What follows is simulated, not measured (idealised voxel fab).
process module | voxel capacitor over wiring
cross-section cut | 270 nm wide | cells 5 nm
A cross-section is a grid of square cells, given in bands from the top down. A band is one or more rows of cells.
Each band's line starts with the height of the band's top and of its bottom, in nm. Then come its materials from left to right, each with its width in nm. One material with "throughout" fills the band from edge to edge. "air" is empty space.
Height 0 is the level under which the wafer as received is all one material. The lowest band goes on downwards, as in "0 down".
A width such as "30 to 40" changes by the same amount from each row of cells to the next, from the band's top row to its bottom row.
"no change" after a step means that no cell of the cross-section changed.
closed voids: empty space of 8 cells or more with no open way to the top, each as width x height at its distance from the left edge, in nm
after a step's settings: what the simulator itself notes on the step
overlay nm, on a step with a mask: how far to the right of its planned place the mask lay; to the left if negative
Each pair below shows a cross-section before one step and the cross-section after it, down to the lowest band that changed. The line under each pair gives the step between them, with its settings. The pairs can come from different runs of this module on the same starting wafer, so a pair continues from the pair above only where its "before" says so.
before
  85 to 75: air 90 | TiN 60 | air 120
  75 to 70: air 90 | SiN 60 | air 120
  70 to 60: air 85 | TiN 70 | air 115
  60 to 55: SiCN 90 | TiN 15 | SiCN 165
  55 to 45: lowk throughout
  45 to 20: lowk 80 | SiN 5 | Ru 20 | SiN 5 | lowk 45 | SiN 5 | Ru 20 | SiN 5 | lowk 85
  20 to 15: SiN 85 | TiN 20 | SiN 55 | TiN 20 | SiN 90
  15 to 0: SiO2 throughout
  0 down: Si throughout
  closed voids: none
after
  105 to 85: SiO2 throughout
  85 to 75: SiO2 90 | TiN 60 | SiO2 120
  75 to 70: SiO2 90 | SiN 60 | SiO2 120
  70 to 60: SiO2 85 | TiN 70 | SiO2 115
  below 60: unchanged
  closed voids: none
the step between: op FILL_DEP | material SiO2 | thk nm 20
before: the cross-section after the pair above
after
  100 to 85: SiO2 throughout
  below 85: unchanged
  closed voids: none
the step between: op CMP | height nm 100
before: the cross-section after the pair above
after
  110 to 100: aC throughout
  below 100: unchanged
  closed voids: none
the step between: op DIRECTIONAL_DEP | material aC | thk nm 10
before: the cross-section after the pair above
after
  135 to 110: resist 100 | air 15 | resist 155
  below 110: unchanged
  closed voids: none
the step between: op PATTERN | tone open | mask id PLUG_2 | material resist | width nm 15 | thk nm 25 | overlay nm 0
before: the cross-section after the pair above
after
  125 to 110: resist 100 | air 15 | resist 155
  110 to 100: aC 100 | air 15 | aC 155
  below 100: unchanged
  closed voids: none
the step between: op DIRECTIONAL_ETCH | etch materials aC | depth nm 10
before: the cross-section after the pair above
after
  110 to 100: aC 100 | air 15 | aC 155
  below 100: unchanged
  closed voids: none
the step between: op STRIP | etch materials resist
before: the cross-section after the pair above
after
  110 to 100: aC 100 | air 15 | aC 155
  100 to 85: SiO2 100 | air 15 | SiO2 155
  below 85: unchanged
  closed voids: none
the step between: op DIRECTIONAL_ETCH | etch materials SiO2 | depth nm 15
before: the cross-section after the pair above
after
  100 to 85: SiO2 100 | air 15 | SiO2 155
  below 85: unchanged
  closed voids: none
the step between: op STRIP | etch materials aC
before: the cross-section after the pair above
after
  105 to 100: TiN 105 | air 5 | TiN 160
  100 to 90: SiO2 100 | TiN 5 | air 5 | TiN 5 | SiO2 155
  90 to 85: SiO2 100 | TiN 15 | SiO2 155
  below 85: unchanged
  closed voids: none
the step between: op CONFORMAL_DEP | material TiN | thk nm 5
before: the cross-section after the pair above
after
  115 to 105: Ru throughout
  105 to 100: TiN 105 | Ru 5 | TiN 160
  100 to 90: SiO2 100 | TiN 5 | Ru 5 | TiN 5 | SiO2 155
  below 90: unchanged
  closed voids: none
the step between: op FILL_DEP | material Ru | thk nm 10
before: the cross-section after the pair above
after
  100 to 90: SiO2 100 | TiN 5 | Ru 5 | TiN 5 | SiO2 155
  below 90: unchanged
  closed voids: none
the step between: op CMP | height nm 100
before: the cross-section after the pair above
after
  105 to 100: SiN throughout
  below 100: unchanged
  closed voids: none
the step between: op CONFORMAL_DEP | material SiN | thk nm 5
before
  75 to 70: SiN throughout
  70 to 60: TiN throughout
  60 to 50: lowk 90 | TiN 5 | Ru 5 | TiN 5 | lowk 165
  50 to 45: SiCN 90 | TiN 15 | SiCN 165
  45 to 20: lowk 80 | SiN 5 | Ru 20 | SiN 5 | lowk 45 | SiN 5 | Ru 20 | SiN 5 | lowk 85
  20 to 15: SiN 85 | TiN 20 | SiN 55 | TiN 20 | SiN 90
  15 to 0: SiO2 throughout
  0 down: Si throughout
  closed voids: none
after
  80 to 75: TiN throughout
  below 75: unchanged
  closed voids: none
the step between: op DIRECTIONAL_DEP | material TiN | thk nm 5
before: the cross-section after the pair above
after
  100 to 80: air 90 | resist 60 | air 120
  below 80: unchanged
  closed voids: none
the step between: op PATTERN | tone cover | mask id UPPER_PLATE | material resist | width nm 60 | thk nm 20 | overlay nm 0
before: the cross-section after the pair above
after
  100 to 80: air 90 | resist 60 | air 120
  80 to 75: air 90 | TiN 60 | air 120
  below 75: unchanged
  closed voids: none
the step between: op DIRECTIONAL_ETCH | etch materials TiN | depth nm 10
before: the cross-section after the pair above
after
  100 to 80: air 90 | resist 60 | air 120
  80 to 75: air 90 | TiN 60 | air 120
  75 to 70: air 90 | SiN 60 | air 120
  below 70: unchanged
  closed voids: none
the step between: op DIRECTIONAL_ETCH | etch materials SiN | depth nm 5
before: the cross-section after the pair above
after
  80 to 75: air 90 | TiN 60 | air 120
  below 75: unchanged
  closed voids: none
the step between: op STRIP | etch materials resist
before: the cross-section after the pair above
after
  80 to 75: air 90 | TiN 60 | air 120
  75 to 70: air 90 | SiN 60 | air 120
  70 to 60: air 85 | TiN 70 | air 115
  below 60: unchanged
  closed voids: none
the step between: op MASKED_ETCH | tone cover | mask id LOWER_PLATE | width nm 70 | etch materials TiN | depth nm 10 | overlay nm 0
before: the cross-section after the pair above
after
  100 to 80: SiO2 throughout
  80 to 75: SiO2 90 | TiN 60 | SiO2 120
  75 to 70: SiO2 90 | SiN 60 | SiO2 120
  70 to 60: SiO2 85 | TiN 70 | SiO2 115
  below 60: unchanged
  closed voids: none
the step between: op FILL_DEP | material SiO2 | thk nm 20
before: the cross-section after the pair above
after
  110 to 100: aC throughout
  below 100: unchanged
  closed voids: none
the step between: op DIRECTIONAL_DEP | material aC | thk nm 10
before: the cross-section after the pair above
after
  135 to 110: resist 100 | air 15 | resist 155
  below 110: unchanged
  closed voids: none
the step between: op PATTERN | tone open | mask id PLUG_2 | material resist | width nm 15 | thk nm 25 | overlay nm 0
before: the cross-section after the pair above
after
  125 to 110: resist 100 | air 15 | resist 155
  110 to 100: aC 100 | air 15 | aC 155
  below 100: unchanged
  closed voids: none
the step between: op DIRECTIONAL_ETCH | etch materials aC | depth nm 10
before: the cross-section after the pair above
after
  110 to 100: aC 100 | air 15 | aC 155
  below 100: unchanged
  closed voids: none
the step between: op STRIP | etch materials resist
before: the cross-section after the pair above
after
  110 to 100: aC 100 | air 15 | aC 155
  100 to 85: SiO2 100 | air 15 | SiO2 155
  below 85: unchanged
  closed voids: none
the step between: op DIRECTIONAL_ETCH | etch materials SiO2 | depth nm 15
before: the cross-section after the pair above
after
  100 to 85: SiO2 100 | air 15 | SiO2 155
  below 85: unchanged
  closed voids: none
the step between: op STRIP | etch materials aC
before: the cross-section after the pair above
after
  105 to 100: TiN 105 | air 5 | TiN 160
  100 to 90: SiO2 100 | TiN 5 | air 5 | TiN 5 | SiO2 155
  90 to 85: SiO2 100 | TiN 15 | SiO2 155
  below 85: unchanged
  closed voids: none
the step between: op CONFORMAL_DEP | material TiN | thk nm 5
before: the cross-section after the pair above
after
  115 to 105: Ru throughout
  105 to 100: TiN 105 | Ru 5 | TiN 160
  100 to 90: SiO2 100 | TiN 5 | Ru 5 | TiN 5 | SiO2 155
  below 90: unchanged
  closed voids: none
the step between: op FILL_DEP | material Ru | thk nm 10
before: the cross-section after the pair above
after
  100 to 90: SiO2 100 | TiN 5 | Ru 5 | TiN 5 | SiO2 155
  below 90: unchanged
  closed voids: none
the step between: op CMP | height nm 100
before: the cross-section after the pair above
after
  105 to 100: SiN throughout
  below 100: unchanged
  closed voids: none
the step between: op CONFORMAL_DEP | material SiN | thk nm 5
before
  70 to 60: aC throughout
  60 to 50: lowk throughout
  50 to 45: SiCN throughout
  45 to 20: lowk 80 | SiN 5 | Ru 20 | SiN 5 | lowk 45 | SiN 5 | Ru 20 | SiN 5 | lowk 85
  20 to 15: SiN 85 | TiN 20 | SiN 55 | TiN 20 | SiN 90
  15 to 0: SiO2 throughout
  0 down: Si throughout
  closed voids: none
after
  95 to 70: resist 85 | air 25 | resist 160
  below 70: unchanged
  closed voids: none
the step between: op PATTERN | tone open | mask id PLUG_1 | material resist | width nm 25 | thk nm 25 | overlay nm 0
before: the cross-section after the pair above
after
  85 to 70: resist 85 | air 25 | resist 160
  70 to 60: aC 85 | air 25 | aC 160
  below 60: unchanged
  closed voids: none
the step between: op DIRECTIONAL_ETCH | etch materials aC | depth nm 10
before: the cross-section after the pair above
after
  70 to 60: aC 85 | air 25 | aC 160
  below 60: unchanged
  closed voids: none
the step between: op STRIP | etch materials resist
before: the cross-section after the pair above
after
  70 to 60: aC 85 | air 25 | aC 160
  60 to 50: lowk 85 | air 25 | lowk 160
  below 50: unchanged
  closed voids: none
the step between: op DIRECTIONAL_ETCH | etch materials lowk | depth nm 10
before: the cross-section after the pair above
after
  70 to 60: aC 85 | air 25 | aC 160
  60 to 50: lowk 85 | air 25 | lowk 160
  50 to 45: SiCN 85 | air 25 | SiCN 160
  below 45: unchanged
  closed voids: none
the step between: op DIRECTIONAL_ETCH | etch materials SiCN | depth nm 5
before: the cross-section after the pair above
after
  60 to 50: lowk 85 | air 25 | lowk 160
  below 50: unchanged
  closed voids: none
the step between: op STRIP | etch materials aC
before: the cross-section after the pair above
after
  65 to 60: TiN 90 | air 15 | TiN 165
  60 to 50: lowk 85 | TiN 5 | air 15 | TiN 5 | lowk 160
  50 to 45: SiCN 85 | TiN 25 | SiCN 160
  below 45: unchanged
  closed voids: none
the step between: op CONFORMAL_DEP | material TiN | thk nm 5
before: the cross-section after the pair above
after
  75 to 65: Ru throughout
  65 to 60: TiN 90 | Ru 15 | TiN 165
  60 to 50: lowk 85 | TiN 5 | Ru 15 | TiN 5 | lowk 160
  below 50: unchanged
  closed voids: none
the step between: op FILL_DEP | material Ru | thk nm 10
before: the cross-section after the pair above
after
  60 to 50: lowk 85 | TiN 5 | Ru 15 | TiN 5 | lowk 160
  below 50: unchanged
  closed voids: none
the step between: op CMP | height nm 60
before: the cross-section after the pair above
after
  70 to 60: TiN throughout
  below 60: unchanged
  closed voids: none
the step between: op DIRECTIONAL_DEP | material TiN | thk nm 10
before: the cross-section after the pair above
after
  75 to 70: SiN throughout
  below 70: unchanged
  closed voids: none
the step between: op DIRECTIONAL_DEP | material SiN | thk nm 5
before: the cross-section after the pair above
after
  85 to 75: TiN throughout
  below 75: unchanged
  closed voids: none
the step between: op DIRECTIONAL_DEP | material TiN | thk nm 10
before: the cross-section after the pair above
after
  105 to 85: air 90 | resist 60 | air 120
  below 85: unchanged
  closed voids: none
the step between: op PATTERN | tone cover | mask id UPPER_PLATE | material resist | width nm 60 | thk nm 20 | overlay nm 0
before: the cross-section after the pair above
after
  105 to 85: air 90 | resist 60 | air 120
  85 to 75: air 90 | TiN 60 | air 120
  below 75: unchanged
  closed voids: none
the step between: op DIRECTIONAL_ETCH | etch materials TiN | depth nm 10
before: the cross-section after the pair above
after
  105 to 85: air 90 | resist 60 | air 120
  85 to 75: air 90 | TiN 60 | air 120
  75 to 70: air 90 | SiN 60 | air 120
  below 70: unchanged
  closed voids: none
the step between: op DIRECTIONAL_ETCH | etch materials SiN | depth nm 5
before: the cross-section after the pair above
after
  85 to 75: air 90 | TiN 60 | air 120
  below 75: unchanged
  closed voids: none
the step between: op STRIP | etch materials resist
before: the cross-section after the pair above
after
  85 to 75: air 90 | TiN 60 | air 120
  75 to 70: air 90 | SiN 60 | air 120
  70 to 60: air 85 | TiN 70 | air 115
  below 60: unchanged
  closed voids: none
the step between: op MASKED_ETCH | tone cover | mask id LOWER_PLATE | width nm 70 | etch materials TiN | depth nm 10 | overlay nm 0
before: the cross-section after the pair above
after
  105 to 85: SiO2 throughout
  85 to 75: SiO2 90 | TiN 60 | SiO2 120
  75 to 70: SiO2 90 | SiN 60 | SiO2 120
  70 to 60: SiO2 85 | TiN 70 | SiO2 115
  below 60: unchanged
  closed voids: none
the step between: op FILL_DEP | material SiO2 | thk nm 20
before: the cross-section after the pair above
after
  100 to 85: SiO2 throughout
  below 85: unchanged
  closed voids: none
the step between: op CMP | height nm 100
before: the cross-section after the pair above
after
  110 to 100: aC throughout
  below 100: unchanged
  closed voids: none
the step between: op DIRECTIONAL_DEP | material aC | thk nm 10
before: the cross-section after the pair above
after
  135 to 110: resist 100 | air 15 | resist 155
  below 110: unchanged
  closed voids: none
the step between: op PATTERN | tone open | mask id PLUG_2 | material resist | width nm 15 | thk nm 25 | overlay nm 0
before: the cross-section after the pair above
after
  125 to 110: resist 100 | air 15 | resist 155
  110 to 100: aC 100 | air 15 | aC 155
  below 100: unchanged
  closed voids: none
the step between: op DIRECTIONAL_ETCH | etch materials aC | depth nm 10
before: the cross-section after the pair above
after
  110 to 100: aC 100 | air 15 | aC 155
  below 100: unchanged
  closed voids: none
the step between: op STRIP | etch materials resist
before: the cross-section after the pair above
after
  110 to 100: aC 100 | air 15 | aC 155
  100 to 85: SiO2 100 | air 15 | SiO2 155
  below 85: unchanged
  closed voids: none
the step between: op DIRECTIONAL_ETCH | etch materials SiO2 | depth nm 15
before: the cross-section after the pair above
after
  100 to 85: SiO2 100 | air 15 | SiO2 155
  below 85: unchanged
  closed voids: none
the step between: op STRIP | etch materials aC
before: the cross-section after the pair above
after
  105 to 100: TiN 105 | air 5 | TiN 160
  100 to 90: SiO2 100 | TiN 5 | air 5 | TiN 5 | SiO2 155
  90 to 85: SiO2 100 | TiN 15 | SiO2 155
  below 85: unchanged
  closed voids: none
the step between: op CONFORMAL_DEP | material TiN | thk nm 5
before: the cross-section after the pair above
after
  115 to 105: Ru throughout
  105 to 100: TiN 105 | Ru 5 | TiN 160
  100 to 90: SiO2 100 | TiN 5 | Ru 5 | TiN 5 | SiO2 155
  below 90: unchanged
  closed voids: none
the step between: op FILL_DEP | material Ru | thk nm 10
before: the cross-section after the pair above
after
  100 to 90: SiO2 100 | TiN 5 | Ru 5 | TiN 5 | SiO2 155
  below 90: unchanged
  closed voids: none
the step between: op CMP | height nm 100
before: the cross-section after the pair above
after
  105 to 100: SiN throughout
  below 100: unchanged
  closed voids: none
the step between: op CONFORMAL_DEP | material SiN | thk nm 5
before
  85 to 75: air 90 | TiN 60 | air 120
  75 to 70: air 90 | SiN 60 | air 120
  70 to 60: TiN throughout
  60 to 50: lowk 90 | TiN 5 | Ru 5 | TiN 5 | lowk 165
  50 to 45: SiCN 90 | TiN 15 | SiCN 165
  45 to 20: lowk 80 | SiN 5 | Ru 20 | SiN 5 | lowk 45 | SiN 5 | Ru 20 | SiN 5 | lowk 85
  20 to 15: SiN 85 | TiN 20 | SiN 55 | TiN 20 | SiN 90
  15 to 0: SiO2 throughout
  0 down: Si throughout
  closed voids: none
after
  85 to 75: air 90 | TiN 60 | air 120
  75 to 70: air 90 | SiN 60 | air 120
  70 to 60: air 90 | TiN 70 | air 110
  below 60: unchanged
  closed voids: none
the step between: op MASKED_ETCH | tone cover | mask id LOWER_PLATE | width nm 70 | etch materials TiN | depth nm 10 | overlay nm 5
before: the cross-section after the pair above
after
  105 to 85: SiO2 throughout
  85 to 75: SiO2 90 | TiN 60 | SiO2 120
  75 to 70: SiO2 90 | SiN 60 | SiO2 120
  70 to 60: SiO2 90 | TiN 70 | SiO2 110
  below 60: unchanged
  closed voids: none
the step between: op FILL_DEP | material SiO2 | thk nm 20
before: the cross-section after the pair above
after
  100 to 85: SiO2 throughout
  below 85: unchanged
  closed voids: none
the step between: op CMP | height nm 100
before: the cross-section after the pair above
after
  110 to 100: aC throughout
  below 100: unchanged
  closed voids: none
the step between: op DIRECTIONAL_DEP | material aC | thk nm 10
before: the cross-section after the pair above
after
  135 to 110: resist 100 | air 15 | resist 155
  below 110: unchanged
  closed voids: none
the step between: op PATTERN | tone open | mask id PLUG_2 | material resist | width nm 15 | thk nm 25 | overlay nm 0
before: the cross-section after the pair above
after
  125 to 110: resist 100 | air 15 | resist 155
  110 to 100: aC 100 | air 15 | aC 155
  below 100: unchanged
  closed voids: none
the step between: op DIRECTIONAL_ETCH | etch materials aC | depth nm 10
before: the cross-section after the pair above
after
  110 to 100: aC 100 | air 15 | aC 155
  below 100: unchanged
  closed voids: none
the step between: op STRIP | etch materials resist
before: the cross-section after the pair above
after
  110 to 100: aC 100 | air 15 | aC 155
  100 to 85: SiO2 100 | air 15 | SiO2 155
  below 85: unchanged
  closed voids: none
the step between: op DIRECTIONAL_ETCH | etch materials SiO2 | depth nm 15
before: the cross-section after the pair above
after
  100 to 85: SiO2 100 | air 15 | SiO2 155
  below 85: unchanged
  closed voids: none
the step between: op STRIP | etch materials aC
before: the cross-section after the pair above
after
  105 to 100: TiN 105 | air 5 | TiN 160
  100 to 90: SiO2 100 | TiN 5 | air 5 | TiN 5 | SiO2 155
  90 to 85: SiO2 100 | TiN 15 | SiO2 155
  below 85: unchanged
  closed voids: none
the step between: op CONFORMAL_DEP | material TiN | thk nm 5
before: the cross-section after the pair above
after
  115 to 105: Ru throughout
  105 to 100: TiN 105 | Ru 5 | TiN 160
  100 to 90: SiO2 100 | TiN 5 | Ru 5 | TiN 5 | SiO2 155
  below 90: unchanged
  closed voids: none
the step between: op FILL_DEP | material Ru | thk nm 10
before: the cross-section after the pair above
after
  100 to 90: SiO2 100 | TiN 5 | Ru 5 | TiN 5 | SiO2 155
  below 90: unchanged
  closed voids: none
the step between: op CMP | height nm 100
before: the cross-section after the pair above
after
  105 to 100: SiN throughout
  below 100: unchanged
  closed voids: none
the step between: op CONFORMAL_DEP | material SiN | thk nm 5
before
  100 to 85: SiO2 100 | air 15 | SiO2 155
  85 to 75: SiO2 90 | TiN 60 | SiO2 120
  75 to 70: SiO2 90 | SiN 60 | SiO2 120
  70 to 60: SiO2 85 | TiN 70 | SiO2 115
  60 to 50: lowk 90 | TiN 5 | Ru 5 | TiN 5 | lowk 165
  50 to 45: SiCN 90 | TiN 15 | SiCN 165
  45 to 20: lowk 80 | SiN 5 | Ru 20 | SiN 5 | lowk 45 | SiN 5 | Ru 20 | SiN 5 | lowk 85
  20 to 15: SiN 85 | TiN 20 | SiN 55 | TiN 20 | SiN 90
  15 to 0: SiO2 throughout
  0 down: Si throughout
  closed voids: none
after
  105 to 100: SiN 105 | air 5 | SiN 160
  100 to 90: SiO2 100 | SiN 5 | air 5 | SiN 5 | SiO2 155
  90 to 85: SiO2 100 | SiN 15 | SiO2 155
  below 85: unchanged
  closed voids: none
the step between: op CONFORMAL_DEP | material SiN | thk nm 5
before: the cross-section after the pair above
after
  115 to 105: Ru throughout
  105 to 100: SiN 105 | Ru 5 | SiN 160
  100 to 90: SiO2 100 | SiN 5 | Ru 5 | SiN 5 | SiO2 155
  below 90: unchanged
  closed voids: none
the step between: op FILL_DEP | material Ru | thk nm 10
before: the cross-section after the pair above
after
  100 to 90: SiO2 100 | SiN 5 | Ru 5 | SiN 5 | SiO2 155
  below 90: unchanged
  closed voids: none
the step between: op CMP | height nm 100
before: the cross-section after the pair above
after
  105 to 100: SiN throughout
  below 100: unchanged
  closed voids: none
the step between: op CONFORMAL_DEP | material SiN | thk nm 5
before
  70 to 60: aC throughout
  60 to 50: lowk throughout
  50 to 45: SiCN throughout
  45 to 20: lowk 80 | SiN 5 | Ru 20 | SiN 5 | lowk 45 | SiN 5 | Ru 20 | SiN 5 | lowk 85
  20 to 15: SiN 85 | TiN 20 | SiN 55 | TiN 20 | SiN 90
  15 to 0: SiO2 throughout
  0 down: Si throughout
  closed voids: none
after
  95 to 70: air 90 | resist 15 | air 165
  below 70: unchanged
  closed voids: none
the step between: op PATTERN | tone cover | mask id PLUG_1 | material resist | width nm 15 | thk nm 25 | overlay nm 0
before: the cross-section after the pair above
after
  85 to 70: air 90 | resist 15 | air 165
  70 to 60: air 90 | aC 15 | air 165
  below 60: unchanged
  closed voids: none
the step between: op DIRECTIONAL_ETCH | etch materials aC | depth nm 10
before: the cross-section after the pair above
after
  70 to 60: air 90 | aC 15 | air 165
  below 60: unchanged
  closed voids: none
the step between: op STRIP | etch materials resist
before: the cross-section after the pair above
after
  70 to 60: air 90 | aC 15 | air 165
  60 to 50: air 90 | lowk 15 | air 165
  below 50: unchanged
  closed voids: none
the step between: op DIRECTIONAL_ETCH | etch materials lowk | depth nm 10
before: the cross-section after the pair above
after
  70 to 60: air 90 | aC 15 | air 165
  60 to 50: air 90 | lowk 15 | air 165
  50 to 45: air 90 | SiCN 15 | air 165
  below 45: unchanged
  closed voids: none
the step between: op DIRECTIONAL_ETCH | etch materials SiCN | depth nm 5
before: the cross-section after the pair above
after
  60 to 50: air 90 | lowk 15 | air 165
  below 50: unchanged
  closed voids: none
the step between: op STRIP | etch materials aC
before: the cross-section after the pair above
after
  65 to 60: air 85 | TiN 25 | air 160
  60 to 50: air 85 | TiN 5 | lowk 15 | TiN 5 | air 160
  50 to 45: TiN 90 | SiCN 15 | TiN 165
  below 45: unchanged
  closed voids: none
the step between: op CONFORMAL_DEP | material TiN | thk nm 5
before: the cross-section after the pair above
after
  75 to 65: Ru throughout
  65 to 60: Ru 85 | TiN 25 | Ru 160
  60 to 50: Ru 85 | TiN 5 | lowk 15 | TiN 5 | Ru 160
  below 50: unchanged
  closed voids: none
the step between: op FILL_DEP | material Ru | thk nm 10
before: the cross-section after the pair above
after
  60 to 50: Ru 85 | TiN 5 | lowk 15 | TiN 5 | Ru 160
  below 50: unchanged
  closed voids: none
the step between: op CMP | height nm 60
before: the cross-section after the pair above
after
  70 to 60: TiN throughout
  below 60: unchanged
  closed voids: none
the step between: op DIRECTIONAL_DEP | material TiN | thk nm 10
before: the cross-section after the pair above
after
  75 to 70: SiN throughout
  below 70: unchanged
  closed voids: none
the step between: op DIRECTIONAL_DEP | material SiN | thk nm 5
before: the cross-section after the pair above
after
  85 to 75: TiN throughout
  below 75: unchanged
  closed voids: none
the step between: op DIRECTIONAL_DEP | material TiN | thk nm 10
before: the cross-section after the pair above
after
  105 to 85: air 90 | resist 60 | air 120
  below 85: unchanged
  closed voids: none
the step between: op PATTERN | tone cover | mask id UPPER_PLATE | material resist | width nm 60 | thk nm 20 | overlay nm 0
before: the cross-section after the pair above
after
  105 to 85: air 90 | resist 60 | air 120
  85 to 75: air 90 | TiN 60 | air 120
  below 75: unchanged
  closed voids: none
the step between: op DIRECTIONAL_ETCH | etch materials TiN | depth nm 10
before: the cross-section after the pair above
after
  105 to 85: air 90 | resist 60 | air 120
  85 to 75: air 90 | TiN 60 | air 120
  75 to 70: air 90 | SiN 60 | air 120
  below 70: unchanged
  closed voids: none
the step between: op DIRECTIONAL_ETCH | etch materials SiN | depth nm 5
before: the cross-section after the pair above
after
  85 to 75: air 90 | TiN 60 | air 120
  below 75: unchanged
  closed voids: none
the step between: op STRIP | etch materials resist
before: the cross-section after the pair above
after
  85 to 75: air 90 | TiN 60 | air 120
  75 to 70: air 90 | SiN 60 | air 120
  70 to 60: air 85 | TiN 70 | air 115
  below 60: unchanged
  closed voids: none
the step between: op MASKED_ETCH | tone cover | mask id LOWER_PLATE | width nm 70 | etch materials TiN | depth nm 10 | overlay nm 0
before: the cross-section after the pair above
after
  105 to 85: SiO2 throughout
  85 to 75: SiO2 90 | TiN 60 | SiO2 120
  75 to 70: SiO2 90 | SiN 60 | SiO2 120
  70 to 60: SiO2 85 | TiN 70 | SiO2 115
  below 60: unchanged
  closed voids: none
the step between: op FILL_DEP | material SiO2 | thk nm 20
before: the cross-section after the pair above
after
  100 to 85: SiO2 throughout
  below 85: unchanged
  closed voids: none
the step between: op CMP | height nm 100
before: the cross-section after the pair above
after
  110 to 100: aC throughout
  below 100: unchanged
  closed voids: none
the step between: op DIRECTIONAL_DEP | material aC | thk nm 10
before: the cross-section after the pair above
after
  135 to 110: resist 100 | air 15 | resist 155
  below 110: unchanged
  closed voids: none
the step between: op PATTERN | tone open | mask id PLUG_2 | material resist | width nm 15 | thk nm 25 | overlay nm 0
before: the cross-section after the pair above
after
  125 to 110: resist 100 | air 15 | resist 155
  110 to 100: aC 100 | air 15 | aC 155
  below 100: unchanged
  closed voids: none
the step between: op DIRECTIONAL_ETCH | etch materials aC | depth nm 10
before: the cross-section after the pair above
after
  110 to 100: aC 100 | air 15 | aC 155
  below 100: unchanged
  closed voids: none
the step between: op STRIP | etch materials resist
before: the cross-section after the pair above
after
  110 to 100: aC 100 | air 15 | aC 155
  100 to 85: SiO2 100 | air 15 | SiO2 155
  below 85: unchanged
  closed voids: none
the step between: op DIRECTIONAL_ETCH | etch materials SiO2 | depth nm 15
before: the cross-section after the pair above
after
  100 to 85: SiO2 100 | air 15 | SiO2 155
  below 85: unchanged
  closed voids: none
the step between: op STRIP | etch materials aC
before: the cross-section after the pair above
after
  105 to 100: TiN 105 | air 5 | TiN 160
  100 to 90: SiO2 100 | TiN 5 | air 5 | TiN 5 | SiO2 155
  90 to 85: SiO2 100 | TiN 15 | SiO2 155
  below 85: unchanged
  closed voids: none
the step between: op CONFORMAL_DEP | material TiN | thk nm 5
before: the cross-section after the pair above
after
  115 to 105: Ru throughout
  105 to 100: TiN 105 | Ru 5 | TiN 160
  100 to 90: SiO2 100 | TiN 5 | Ru 5 | TiN 5 | SiO2 155
  below 90: unchanged
  closed voids: none
the step between: op FILL_DEP | material Ru | thk nm 10
before: the cross-section after the pair above
after
  100 to 90: SiO2 100 | TiN 5 | Ru 5 | TiN 5 | SiO2 155
  below 90: unchanged
  closed voids: none
the step between: op CMP | height nm 100
before: the cross-section after the pair above
after
  105 to 100: SiN throughout
  below 100: unchanged
  closed voids: none
the step between: op CONFORMAL_DEP | material SiN | thk nm 5
